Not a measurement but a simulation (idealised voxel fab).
process module | voxel gate over fins
Cross-section cut spans 250 nm and uses square cells 5 nm in size.
Reading order for cross-sections: top band down to bottom band. Underlying form: a grid of square cells. Band size: one or more rows of cells. Quick guide to a band line: top height, bottom height (nm) up front; then every material left to right with its width in nm. Only one material and it's marked "everywhere"? Then it fills the band edge to edge. And "blank" just means empty space. A quick word on heights: they are counted from 0, and under that level the wafer as it came to us is one material throughout. The lowest band is different from the rest in having no bottom; it simply continues downward, written as in "from 0 down". The two numbers in a width such as "30..40" mark its ends across the band: the first belongs to the top row of cells, the second to the bottom row, and from each row to the next the width moves by the same amount. Where a step carries "nothing was modified", the cross-section came out of it unchanged, cell for cell. "Completely enclosed voids" contains a list of empty spaces, each no smaller than 8 cells and without an open way to the top, written in the form width x height at distance with the distance from the left edge and all three in nm. What comes after the settings on a step's line is commentary from the simulator itself on that step. What "overlay nm" on a step's line means: if the step has a mask, that mask lay this far to the right of its planned place, or, when the value is negative, to the left.

THESE ARE THE STEPS WE PLANNED FOR THE PROCESS
1,RECEIVE | material Si
2,CONFORMAL_DEP | material SiN | thk nm 10
3,DIRECTIONAL_DEP | material aC | thk nm 15
4,PATTERN | tone cover | mask id FINS | material resist | width nm 15 | pitch nm 35 | thk nm 30 | overlay nm 0
5,DIRECTIONAL_ETCH | etch materials aC | depth nm 15
6,STRIP | etch materials resist
7,DIRECTIONAL_ETCH | etch materials SiN | depth nm 5
8,DIRECTIONAL_ETCH | etch materials Si | depth nm 40
9,STRIP | etch materials aC
10,FILL_DEP | material SiO2 | thk nm 15
11,CMP | height nm 10
12,SELECTIVE_ETCH | etch materials SiO2 | depth nm 25
13,STRIP | etch materials SiN
14,CONFORMAL_DEP | material HfO2 | thk nm 5
15,CONFORMAL_DEP | material TiN | thk nm 5
16,CONFORMAL_DEP | material TiAl | thk nm 5
17,CONFORMAL_DEP | material TiN | thk nm 5
18,FILL_DEP | material W | thk nm 15
19,CMP | height nm 30
20,CONFORMAL_DEP | material SiN | thk nm 5
Every wafer here starts from the same state; it is the step 7 depth nm that distinguishes them, and the value the plan gives belongs to the first wafer.

THE FIRST OF SEVERAL WAFERS IN CROSS-SECTION, EXACTLY AS IT REACHED US AFTER STEP 1
> from 0 down | Si everywhere
> Completely enclosed voids: none

MODULE FINISHED, LAST STEP 20 DONE: CROSS-SECTION OF THE FIRST OF SEVERAL WAFERS
> from 35 to 30 | SiN everywhere
> from 30 to 20 | W everywhere
> from 20 to 15 | TiN everywhere
> from 15 to 10 | TiAl everywhere
> from 10 to 5 | TiN everywhere
> from 5 to 0 | HfO2 everywhere
> from 0 down | Si everywhere
> Completely enclosed voids: none

THE MODULE'S END: A CROSS-SECTION OF THE LAST WAFER
> from 35 to 30 | SiN everywhere
> from 30 to 20 | W everywhere
> from 20 to 15 | W 80; TiN 90; W 80
> from 15 to 10 | W 80; TiN 5; TiAl 80; TiN 5; W 80
> from 10 to 5 | W 80; TiN 5; TiAl 5; TiN 70; TiAl 5; TiN 5; W 80
> from 5 to 0 | TiN 85; TiAl 5; TiN 5; HfO2 25; TiN 10; HfO2 25; TiN 5; TiAl 5; TiN 85
> from 0 to -5 | TiAl 90; TiN 5; HfO2 5; Si 15; HfO2 5; TiN 10; HfO2 5; Si 15; HfO2 5; TiN 5; TiAl 90
> from -5 to -10 | TiN 95; HfO2 5; Si 15; HfO2 5; TiN 10; HfO2 5; Si 15; HfO2 5; TiN 95
> from -10 to -15 | HfO2 100; Si 15; HfO2 20; Si 15; HfO2 100
> from -15 to -40 | SiO2 100; Si 15; SiO2 20; Si 15; SiO2 100
> from -40 down | Si everywhere
> Completely enclosed voids: none

BELOW, A ROW FOR EVERY WAFER. READ IT AS THE END-OF-MODULE PICTURE: FOR EACH MATERIAL THE WAFER SHOWS ITS CELLS GAINED (+) OR LOST (-) SINCE IT WAS RECEIVED, AND THEN ITS CLOSED VOIDS
depth nm 5, +50 HfO2, +50 SiN, +50 TiAl, +100 TiN, +100 W, Completely enclosed voids: none
depth nm 10, +62 HfO2, -352 Si, +50 SiN, +220 SiO2, +56 TiAl, +118 TiN, +196 W, Completely enclosed voids: none
depth nm 15, +62 HfO2, -352 Si, +50 SiN, +220 SiO2, +56 TiAl, +118 TiN, +196 W, Completely enclosed voids: none
depth nm 20, +62 HfO2, -352 Si, +50 SiN, +220 SiO2, +56 TiAl, +118 TiN, +196 W, Completely enclosed voids: none
depth nm 25, +62 HfO2, -352 Si, +50 SiN, +220 SiO2, +56 TiAl, +118 TiN, +196 W, Completely enclosed voids: none
